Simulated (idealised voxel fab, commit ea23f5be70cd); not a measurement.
process module | voxel gate over fins
cross-section cut | 240 nm wide | cells 5 nm
A cross-section is a grid of square cells, given in bands from the top down. A band is one or more rows of cells.
Each band's line starts with the height of the band's top and of its bottom, in nm. Then come its materials from left to right, each with its width in nm. One material with "throughout" fills the band from edge to edge. "air" is empty space.
Height 0 is the level under which the wafer as received is all one material. The lowest band goes on downwards, as in "0 down".
A width such as "30 to 40" changes by the same amount from each row of cells to the next, from the band's top row to its bottom row.
"no change" after a step means that no cell of the cross-section changed.
closed voids: empty space of 8 cells or more with no open way to the top, each as width x height at its distance from the left edge, in nm
after a step's settings: what the simulator itself notes on the step
overlay nm, on a step with a mask: how far to the right of its planned place the mask lay; to the left if negative
plan
1 op RECEIVE | material Si
2 op CONFORMAL_DEP | material SiN | thk nm 5
3 op PATTERN | tone cover | mask id FINS | material resist | width nm 15 | pitch nm 55 | thk nm 20 | overlay nm 0
4 op DIRECTIONAL_ETCH | etch materials SiN | depth nm 5
5 op DIRECTIONAL_ETCH | etch materials Si | depth nm 40
6 op STRIP | etch materials resist
7 op FILL_DEP | material SiO2 | thk nm 5
8 op CMP | height nm 5
9 op MASKED_ETCH | tone open | mask id RAIL | width nm 15 | etch materials SiO2 | depth nm 40 | overlay nm 0
10 op CONFORMAL_DEP | material TiN | thk nm 5
11 op FILL_DEP | material W | thk nm 10
12 op CMP | height nm 5
13 op SELECTIVE_ETCH | etch materials W Ru TiN | depth nm 25
14 op FILL_DEP | material SiO2 | thk nm 5
15 op CMP | height nm 5
16 op SELECTIVE_ETCH | etch materials SiO2 | depth nm 20
17 op STRIP | etch materials SiN
18 op CONFORMAL_DEP | material HfO2 | thk nm 5
19 op CONFORMAL_DEP | material TiN | thk nm 5
20 op CONFORMAL_DEP | material TiAl | thk nm 5
21 op CONFORMAL_DEP | material TiN | thk nm 5
22 op FILL_DEP | material W | thk nm 15
23 op CMP | height nm 30
24 op CONFORMAL_DEP | material SiCN | thk nm 5
as received, after step 1
  0 down: Si throughout
  closed voids: none
first wafer at the end, as planned
  35 to 30: SiCN throughout
  30 to 20: W throughout
  20 to 15: W 35 | TiN 165 | W 40
  15 to 10: W 35 | TiN 5 | TiAl 45 | TiN 10 | TiAl 45 | TiN 10 | TiAl 45 | TiN 5 | W 40
  10 to 5: W 35 | TiN 5 | TiAl 5 | TiN 35 | TiAl 5 | TiN 10 | TiAl 5 | TiN 35 | TiAl 5 | TiN 10 | TiAl 5 | TiN 35 | TiAl 5 | TiN 5 | W 40
  5 to 0: TiN 40 | TiAl 5 | TiN 5 | HfO2 25 | TiN 5 | TiAl 5 | TiN 10 | TiAl 5 | TiN 5 | HfO2 25 | TiN 5 | TiAl 5 | TiN 10 | TiAl 5 | TiN 5 | HfO2 25 | TiN 5 | TiAl 5 | TiN 45
  0 to -5: TiAl 45 | TiN 5 | HfO2 5 | Si 15 | HfO2 5 | TiN 5 | TiAl 20 | TiN 5 | HfO2 5 | Si 15 | HfO2 5 | TiN 5 | TiAl 20 | TiN 5 | HfO2 5 | Si 15 | HfO2 5 | TiN 5 | TiAl 50
  -5 to -10: TiN 50 | HfO2 5 | Si 15 | HfO2 5 | TiN 30 | HfO2 5 | Si 15 | HfO2 5 | TiN 30 | HfO2 5 | Si 15 | HfO2 5 | TiN 55
  -10 to -15: HfO2 55 | Si 15 | HfO2 40 | Si 15 | HfO2 40 | Si 15 | HfO2 60
  -15 to -20: SiO2 55 | Si 15 | SiO2 40 | Si 15 | SiO2 40 | Si 15 | SiO2 60
  -20 to -30: SiO2 55 | Si 15 | SiO2 10 | TiN 5 | W 5 | TiN 5 | SiO2 15 | Si 15 | SiO2 40 | Si 15 | SiO2 60
  -30 to -35: SiO2 55 | Si 15 | SiO2 10 | TiN 15 | SiO2 15 | Si 15 | SiO2 40 | Si 15 | SiO2 60
  -35 to -40: SiO2 55 | Si 15 | SiO2 40 | Si 15 | SiO2 40 | Si 15 | SiO2 60
  -40 down: Si throughout
  closed voids: none
second wafer at the end: like start, like plan, one mistake
  35 to 30: SiCN throughout
  30 to 20: W throughout
  20 to 15: W 35 | TiN 165 | W 40
  15 to 10: W 35 | TiN 5 | TiAl 45 | TiN 10 | TiAl 45 | TiN 10 | TiAl 45 | TiN 5 | W 40
  10 to 5: W 35 | TiN 5 | TiAl 5 | TiN 35 | TiAl 5 | TiN 10 | TiAl 5 | TiN 35 | TiAl 5 | TiN 10 | TiAl 5 | TiN 35 | TiAl 5 | TiN 5 | W 40
  5 to 0: TiN 40 | TiAl 5 | TiN 5 | HfO2 25 | TiN 5 | TiAl 5 | TiN 10 | TiAl 5 | TiN 5 | HfO2 25 | TiN 5 | TiAl 5 | TiN 10 | TiAl 5 | TiN 5 | HfO2 25 | TiN 5 | TiAl 5 | TiN 45
  0 to -5: TiAl 45 | TiN 5 | HfO2 5 | Si 15 | HfO2 5 | TiN 5 | TiAl 20 | TiN 5 | HfO2 5 | Si 15 | HfO2 5 | TiN 5 | TiAl 20 | TiN 5 | HfO2 5 | Si 15 | HfO2 5 | TiN 5 | TiAl 50
  -5 to -10: TiN 50 | HfO2 5 | Si 15 | HfO2 5 | TiN 30 | HfO2 5 | Si 15 | HfO2 5 | TiN 30 | HfO2 5 | Si 15 | HfO2 5 | TiN 55
  -10 to -15: HfO2 55 | Si 15 | HfO2 40 | Si 15 | HfO2 40 | Si 15 | HfO2 60
  -15 to -20: SiO2 55 | Si 15 | SiO2 15 | HfO2 5 | SiO2 20 | Si 15 | SiO2 40 | Si 15 | SiO2 60
  -20 to -30: SiO2 55 | Si 15 | SiO2 10 | TiN 5 | HfO2 5 | TiN 5 | SiO2 15 | Si 15 | SiO2 40 | Si 15 | SiO2 60
  -30 to -35: SiO2 55 | Si 15 | SiO2 10 | TiN 15 | SiO2 15 | Si 15 | SiO2 40 | Si 15 | SiO2 60
  -35 to -40: SiO2 55 | Si 15 | SiO2 40 | Si 15 | SiO2 40 | Si 15 | SiO2 60
  -40 down: Si throughout
  closed voids: none
what went wrong: step 11 ran as: op FILL_DEP | material SiN | thk nm 10
at the end the second wafer has, in cells: 3 more of HfO2 | 1 fewer of SiO2 | 2 fewer of W
